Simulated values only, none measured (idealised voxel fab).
Documented hereafter: the process module known as voxel capacitor over wiring.
Displayed cross-section: cut, width of 200 nm, square cells sized 5 nm.
Cross-section format: a grid of square cells, given as bands from top to bottom; each band is one or more rows of cells.
Basically the band line says how high the top is and how high the bottom is, in nm, and then what's in it from left to right, every material with its width in nm. Empty space shows up as "empty", and if a single material carries "edge to edge" it runs the full band edge to edge.
Heights are reckoned from 0. Under this level, the received wafer is all of one material. The bottommost band is open-ended downward, for example "from 0 down".
The notation "30 to 40" denotes a width that varies across the rows of cells in the band, beginning at the first number in the top row, finishing at the second number in the bottom row, and changing by an identical amount from each row to the next.
"remained unchanged", as given for a step, is the statement that not any cell of the cross-section underwent a change during that step.
Entry "Closed void entries" = empty spaces >= 8 cells with no open way to the top; each as width x height at distance, distance from left edge, all nm.
Step line, after settings: the simulator's comment on this step.
"overlay nm", when on a step's line for a step with a mask, measures how far to the right of its planned place the mask lay; a negative measure means to the left.

### Intended process steps
step 1: op RECEIVE | material Si
step 2: op CONFORMAL_DEP | material SiO2 | thk nm 15
step 3: op DIRECTIONAL_DEP | material TiN | thk nm 5
step 4: op DIRECTIONAL_DEP | material W | thk nm 25
step 5: op DIRECTIONAL_DEP | material aC | thk nm 15
step 6: op PATTERN | tone cover | mask id METAL_1 | material resist | width nm 15 | pitch nm 95 | thk nm 30 | overlay nm 0
step 7: op DIRECTIONAL_ETCH | etch materials aC | depth nm 15
step 8: op STRIP | etch materials resist
step 9: op DIRECTIONAL_ETCH | etch materials W | depth nm 25
step 10: op DIRECTIONAL_ETCH | etch materials TiN | depth nm 5
step 11: op STRIP | etch materials aC
step 12: op FILL_DEP | material SiO2 | thk nm 10
step 13: op CMP | height nm 45
step 14: op CONFORMAL_DEP | material SiCN | thk nm 5
step 15: op DIRECTIONAL_DEP | material lowk | thk nm 20
step 16: op DIRECTIONAL_DEP | material aC | thk nm 15
step 17: op PATTERN | tone open | mask id PLUG_1 | material resist | width nm 15 | thk nm 30 | overlay nm 0
step 18: op DIRECTIONAL_ETCH | etch materials aC | depth nm 15
step 19: op STRIP | etch materials resist
step 20: op DIRECTIONAL_ETCH | etch materials lowk | depth nm 20
step 21: op DIRECTIONAL_ETCH | etch materials SiCN | depth nm 5
step 22: op STRIP | etch materials aC
step 23: op CONFORMAL_DEP | material TiN | thk nm 5
step 24: op FILL_DEP | material Cu | thk nm 5
step 25: op CMP | height nm 70
step 26: op DIRECTIONAL_DEP | material TiN | thk nm 10
step 27: op DIRECTIONAL_DEP | material HfO2 | thk nm 5
step 28: op DIRECTIONAL_DEP | material TiN | thk nm 5
step 29: op MASKED_ETCH | tone cover | mask id UPPER_PLATE | width nm 75 | etch materials TiN | depth nm 5 | overlay nm 0
step 30: op MASKED_ETCH | tone cover | mask id UPPER_PLATE | width nm 75 | etch materials HfO2 | depth nm 5 | overlay nm 0
step 31: op MASKED_ETCH | tone cover | mask id LOWER_PLATE | width nm 85 | etch materials TiN | depth nm 10 | overlay nm 0
step 32: op FILL_DEP | material SiO2 | thk nm 15
step 33: op CMP | height nm 100
step 34: op PATTERN | tone open | mask id PLUG_2 | material resist | width nm 15 | thk nm 20 | overlay nm 0
step 35: op DIRECTIONAL_ETCH | etch materials SiO2 | depth nm 10
step 36: op STRIP | etch materials resist
step 37: op CONFORMAL_DEP | material TiN | thk nm 5
step 38: op FILL_DEP | material W | thk nm 5
step 39: op CMP | height nm 100
step 40: op CONFORMAL_DEP | material SiN | thk nm 5
Same starting wafers, different width nm at step 6. Plan value belongs to the first wafer.

### The first of several wafers as received, shown in cross-section; this is its state after step 1
from 0 down = Si edge to edge
Closed void entries: none

### The cross-section of the first of several wafers is given below for the end of the module, after its final step, step 40
from 105 to 100 = SiN edge to edge
from 100 to 95 = 60 nm SiO2 | 5 nm TiN | 5 nm W | 5 nm TiN | 125 nm SiO2
from 95 to 85 = 60 to 50 nm SiO2 | 15 to 75 nm TiN | 125 to 75 nm SiO2
from 85 to 80 = 50 nm SiO2 | 75 nm HfO2 | 75 nm SiO2
from 80 to 70 = 45 nm SiO2 | 85 nm TiN | 70 nm SiO2
from 70 to 50 = 50 nm lowk | 5 nm TiN | 5 nm Cu | 5 nm TiN | 135 nm lowk
from 50 to 45 = 50 nm SiCN | 15 nm TiN | 135 nm SiCN
from 45 to 20 = 45 nm SiO2 | 15 nm W | 80 nm SiO2 | 15 nm W | 45 nm SiO2
from 20 to 15 = 45 nm SiO2 | 15 nm TiN | 80 nm SiO2 | 15 nm TiN | 45 nm SiO2
from 15 to 0 = SiO2 edge to edge
from 0 down = Si edge to edge
Closed void entries: none

### End of module, last wafer sectioned
from 105 to 100 = SiN edge to edge
from 100 to 95 = 60 nm SiO2 | 5 nm TiN | 5 nm W | 5 nm TiN | 125 nm SiO2
from 95 to 85 = 60 to 50 nm SiO2 | 15 to 75 nm TiN | 125 to 75 nm SiO2
from 85 to 80 = 50 nm SiO2 | 75 nm HfO2 | 75 nm SiO2
from 80 to 70 = 45 nm SiO2 | 85 nm TiN | 70 nm SiO2
from 70 to 50 = 50 nm lowk | 5 nm TiN | 5 nm Cu | 5 nm TiN | 135 nm lowk
from 50 to 45 = 50 nm SiCN | 15 nm TiN | 135 nm SiCN
from 45 to 20 = 35 nm SiO2 | 40 nm W | 55 nm SiO2 | 40 nm W | 30 nm SiO2
from 20 to 15 = 35 nm SiO2 | 40 nm TiN | 55 nm SiO2 | 40 nm TiN | 30 nm SiO2
from 15 to 0 = SiO2 edge to edge
from 0 down = Si edge to edge
Closed void entries: none

### Quick key for the table: a row per wafer, taken at the end of the module. For each material it tells you how many cells the wafer gained (+) or lost (-) since it came in, and the closed voids come after
width nm 15; +4 Cu; +15 HfO2; +37 SiCN; +40 SiN; +494 SiO2; +71 TiN; +31 W; +148 lowk; Closed void entries: none
width nm 20; +4 Cu; +15 HfO2; +37 SiCN; +40 SiN; +482 SiO2; +73 TiN; +41 W; +148 lowk; Closed void entries: none
width nm 25; +4 Cu; +15 HfO2; +37 SiCN; +40 SiN; +470 SiO2; +75 TiN; +51 W; +148 lowk; Closed void entries: none
width nm 30; +4 Cu; +15 HfO2; +37 SiCN; +40 SiN; +458 SiO2; +77 TiN; +61 W; +148 lowk; Closed void entries: none
width nm 35; +4 Cu; +15 HfO2; +37 SiCN; +40 SiN; +446 SiO2; +79 TiN; +71 W; +148 lowk; Closed void entries: none
width nm 40; +4 Cu; +15 HfO2; +37 SiCN; +40 SiN; +434 SiO2; +81 TiN; +81 W; +148 lowk; Closed void entries: none
